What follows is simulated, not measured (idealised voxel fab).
The name of this process module is voxel gate over fins.
We display cut, a cross-section 295 nm in width whose square cells are each 5 nm.
Cross-section layout: square cells on a grid; listed as bands, top to bottom; a band spans one or more cell rows.
Top height, bottom height, nm. Materials left to right, width each, nm. Single material + "edge to edge" = fills band edge to edge. "empty" = empty.
The reference from which all heights are counted is 0, the level beneath which the as-received wafer is entirely one material; the lowest band, having no lower bound, proceeds downward and is written after the example "0 -> down".
It should be noted that a width expressed as "30->40" varies in equal increments from row to row of cells within the band, taking the value of the first number at the top row and that of the second number at the bottom row.
It should be understood that the words "no change occurred", when stated for a given step, signify that the cross-section underwent no change in any of its cells during that step.
In "Tabulated closed voids" the enclosed voids are listed, meaning empty spaces of 8 cells or larger without any opening to the top. The form is width x height at distance, distance from the left edge, units nm.
What comes after the settings on a step's line is commentary from the simulator itself on that step.
overlay nm, on a step with a mask: how far to the right of its planned place the mask lay; to the left if negative
Here's what the planned process steps look like
step 1: RECEIVE,material Si
step 2: CONFORMAL_DEP,material SiN,thk nm 5
step 3: MASKED_ETCH,tone cover,mask id FINS,width nm 15,pitch nm 45,etch materials SiN,depth nm 5,overlay nm 0
step 4: MASKED_ETCH,tone cover,mask id FINS,width nm 15,pitch nm 45,etch materials Si,depth nm 35,overlay nm 0
step 5: FILL_DEP,material SiO2,thk nm 15
step 6: CMP,height nm 5
step 7: SELECTIVE_ETCH,etch materials SiO2,depth nm 20
step 8: STRIP,etch materials SiN
step 9: CONFORMAL_DEP,material HfO2,thk nm 5
step 10: CONFORMAL_DEP,material TiN,thk nm 5
step 11: CONFORMAL_DEP,material TiAl,thk nm 5
step 12: CONFORMAL_DEP,material TiN,thk nm 5
step 13: FILL_DEP,material W,thk nm 10
step 14: CMP,height nm 25
step 15: CONFORMAL_DEP,material SiN,thk nm 5
First of two wafers - as planned
So this is the incoming wafer in cross-section - it's already been through step 1
0 -> down | Si edge to edge
Tabulated closed voids: none
How the wafer stands in section after step 2
5 -> 0 | SiN edge to edge
No changes below 0.
How the wafer stands in section after step 3
5 -> 0 | 70 of empty / 15 of SiN / 30 of empty / 15 of SiN / 30 of empty / 15 of SiN / 30 of empty / 15 of SiN / 75 of empty
No changes below 0.
How the wafer stands in section after step 4
5 -> 0 | 70 of empty / 15 of SiN / 30 of empty / 15 of SiN / 30 of empty / 15 of SiN / 30 of empty / 15 of SiN / 75 of empty
0 -> -35 | 70 of empty / 15 of Si / 30 of empty / 15 of Si / 30 of empty / 15 of Si / 30 of empty / 15 of Si / 75 of empty
No changes below -35.
How the wafer stands in section after step 5
20 -> 5 | SiO2 edge to edge
5 -> 0 | 70 of SiO2 / 15 of SiN / 30 of SiO2 / 15 of SiN / 30 of SiO2 / 15 of SiN / 30 of SiO2 / 15 of SiN / 75 of SiO2
0 -> -35 | 70 of SiO2 / 15 of Si / 30 of SiO2 / 15 of Si / 30 of SiO2 / 15 of Si / 30 of SiO2 / 15 of Si / 75 of SiO2
No changes below -35.
How the wafer stands in section after step 6
5 -> 0 | 70 of SiO2 / 15 of SiN / 30 of SiO2 / 15 of SiN / 30 of SiO2 / 15 of SiN / 30 of SiO2 / 15 of SiN / 75 of SiO2
No changes below 0.
How the wafer stands in section after step 7
5 -> 0 | 70 of empty / 15 of SiN / 30 of empty / 15 of SiN / 30 of empty / 15 of SiN / 30 of empty / 15 of SiN / 75 of empty
0 -> -15 | 70 of empty / 15 of Si / 30 of empty / 15 of Si / 30 of empty / 15 of Si / 30 of empty / 15 of Si / 75 of empty
No changes below -15.
How the wafer stands in section after step 8
0 -> -15 | 70 of empty / 15 of Si / 30 of empty / 15 of Si / 30 of empty / 15 of Si / 30 of empty / 15 of Si / 75 of empty
No changes below -15.
How the wafer stands in section after step 9
5 -> 0 | 65 of empty / 25 of HfO2 / 20 of empty / 25 of HfO2 / 20 of empty / 25 of HfO2 / 20 of empty / 25 of HfO2 / 70 of empty
0 -> -10 | 65 of empty / 5 of HfO2 / 15 of Si / 5 of HfO2 / 20 of empty / 5 of HfO2 / 15 of Si / 5 of HfO2 / 20 of empty / 5 of HfO2 / 15 of Si / 5 of HfO2 / 20 of empty / 5 of HfO2 / 15 of Si / 5 of HfO2 / 70 of empty
-10 -> -15 | 70 of HfO2 / 15 of Si / 30 of HfO2 / 15 of Si / 30 of HfO2 / 15 of Si / 30 of HfO2 / 15 of Si / 75 of HfO2
No changes below -15.
How the wafer stands in section after step 10
10 -> 5 | 60 of empty / 35 of TiN / 10 of empty / 35 of TiN / 10 of empty / 35 of TiN / 10 of empty / 35 of TiN / 65 of empty
5 -> 0 | 60 of empty / 5 of TiN / 25 of HfO2 / 5 of TiN / 10 of empty / 5 of TiN / 25 of HfO2 / 5 of TiN / 10 of empty / 5 of TiN / 25 of HfO2 / 5 of TiN / 10 of empty / 5 of TiN / 25 of HfO2 / 5 of TiN / 65 of empty
0 -> -5 | 60 of empty / 5 of TiN / 5 of HfO2 / 15 of Si / 5 of HfO2 / 5 of TiN / 10 of empty / 5 of TiN / 5 of HfO2 / 15 of Si / 5 of HfO2 / 5 of TiN / 10 of empty / 5 of TiN / 5 of HfO2 / 15 of Si / 5 of HfO2 / 5 of TiN / 10 of empty / 5 of TiN / 5 of HfO2 / 15 of Si / 5 of HfO2 / 5 of TiN / 65 of empty
-5 -> -10 | 65 of TiN / 5 of HfO2 / 15 of Si / 5 of HfO2 / 20 of TiN / 5 of HfO2 / 15 of Si / 5 of HfO2 / 20 of TiN / 5 of HfO2 / 15 of Si / 5 of HfO2 / 20 of TiN / 5 of HfO2 / 15 of Si / 5 of HfO2 / 70 of TiN
No changes below -10.
How the wafer stands in section after step 11
15 -> 10 | 55 of empty / 180 of TiAl / 60 of empty
10 -> 5 | 55 of empty / 5 of TiAl / 35 of TiN / 10 of TiAl / 35 of TiN / 10 of TiAl / 35 of TiN / 10 of TiAl / 35 of TiN / 5 of TiAl / 60 of empty
5 -> 0 | 55 of empty / 5 of TiAl / 5 of TiN / 25 of HfO2 / 5 of TiN / 10 of TiAl / 5 of TiN / 25 of HfO2 / 5 of TiN / 10 of TiAl / 5 of TiN / 25 of HfO2 / 5 of TiN / 10 of TiAl / 5 of TiN / 25 of HfO2 / 5 of TiN / 5 of TiAl / 60 of empty
0 -> -5 | 60 of TiAl / 5 of TiN / 5 of HfO2 / 15 of Si / 5 of HfO2 / 5 of TiN / 10 of TiAl / 5 of TiN / 5 of HfO2 / 15 of Si / 5 of HfO2 / 5 of TiN / 10 of TiAl / 5 of TiN / 5 of HfO2 / 15 of Si / 5 of HfO2 / 5 of TiN / 10 of TiAl / 5 of TiN / 5 of HfO2 / 15 of Si / 5 of HfO2 / 5 of TiN / 65 of TiAl
No changes below -5.
How the wafer stands in section after step 12
20 -> 15 | 50 of empty / 190 of TiN / 55 of empty
15 -> 10 | 50 of empty / 5 of TiN / 180 of TiAl / 5 of TiN / 55 of empty
10 -> 5 | 50 of empty / 5 of TiN / 5 of TiAl / 35 of TiN / 10 of TiAl / 35 of TiN / 10 of TiAl / 35 of TiN / 10 of TiAl / 35 of TiN / 5 of TiAl / 5 of TiN / 55 of empty
5 -> 0 | 55 of TiN / 5 of TiAl / 5 of TiN / 25 of HfO2 / 5 of TiN / 10 of TiAl / 5 of TiN / 25 of HfO2 / 5 of TiN / 10 of TiAl / 5 of TiN / 25 of HfO2 / 5 of TiN / 10 of TiAl / 5 of TiN / 25 of HfO2 / 5 of TiN / 5 of TiAl / 60 of TiN
No changes below 0.
How the wafer stands in section after step 13
30 -> 20 | W edge to edge
20 -> 15 | 50 of W / 190 of TiN / 55 of W
15 -> 10 | 50 of W / 5 of TiN / 180 of TiAl / 5 of TiN / 55 of W
10 -> 5 | 50 of W / 5 of TiN / 5 of TiAl / 35 of TiN / 10 of TiAl / 35 of TiN / 10 of TiAl / 35 of TiN / 10 of TiAl / 35 of TiN / 5 of TiAl / 5 of TiN / 55 of W
No changes below 5.
How the wafer stands in section after step 14
25 -> 20 | W edge to edge
No changes below 20.
How the wafer stands in section after step 15
30 -> 25 | SiN edge to edge
No changes below 25.
Regarding the second of the two wafers: it shared the first wafer's starting condition and process plan, yet one error occurred during its execution. Its history coincides with that of the first wafer up to and including step 1
Second wafer, sectioned view, at step 2's planned end time
5 -> 0 | W edge to edge
No changes below 0.
Second wafer, sectioned view, at step 3's planned end time: no change occurred
Second wafer, sectioned view, at step 4's planned end time: no change occurred
Second wafer, sectioned view, at step 5's planned end time
20 -> 5 | SiO2 edge to edge
No changes below 5.
Second wafer, sectioned view, at step 6's planned end time
5 -> 0 | W edge to edge
No changes below 0.
Second wafer, sectioned view, at step 7's planned end time: no change occurred
Second wafer, sectioned view, at step 8's planned end time: no change occurred
Second wafer, sectioned view, at step 9's planned end time
10 -> 5 | HfO2 edge to edge
No changes below 5.
Second wafer, sectioned view, at step 10's planned end time
15 -> 10 | TiN edge to edge
No changes below 10.
Second wafer, sectioned view, at step 11's planned end time
20 -> 15 | TiAl edge to edge
No changes below 15.
Second wafer, sectioned view, at step 12's planned end time
25 -> 20 | TiN edge to edge
No changes below 20.
Second wafer, sectioned view, at step 13's planned end time
35 -> 25 | W edge to edge
No changes below 25.
Second wafer, sectioned view, at step 14's planned end time
25 -> 20 | TiN edge to edge
No changes below 20.
Second wafer, sectioned view, at step 15's planned end time
30 -> 25 | SiN edge to edge
No changes below 25.
what went wrong: not per plan at step 2, really ran CONFORMAL_DEP,material W,thk nm 5
Final wafer comparison in cells, second versus first, more or fewer per material: HfO2: 24 fewer, Si: 329 more, SiO2: 188 fewer, TiAl: 24 fewer, TiN: 30 fewer, W: 63 fewer
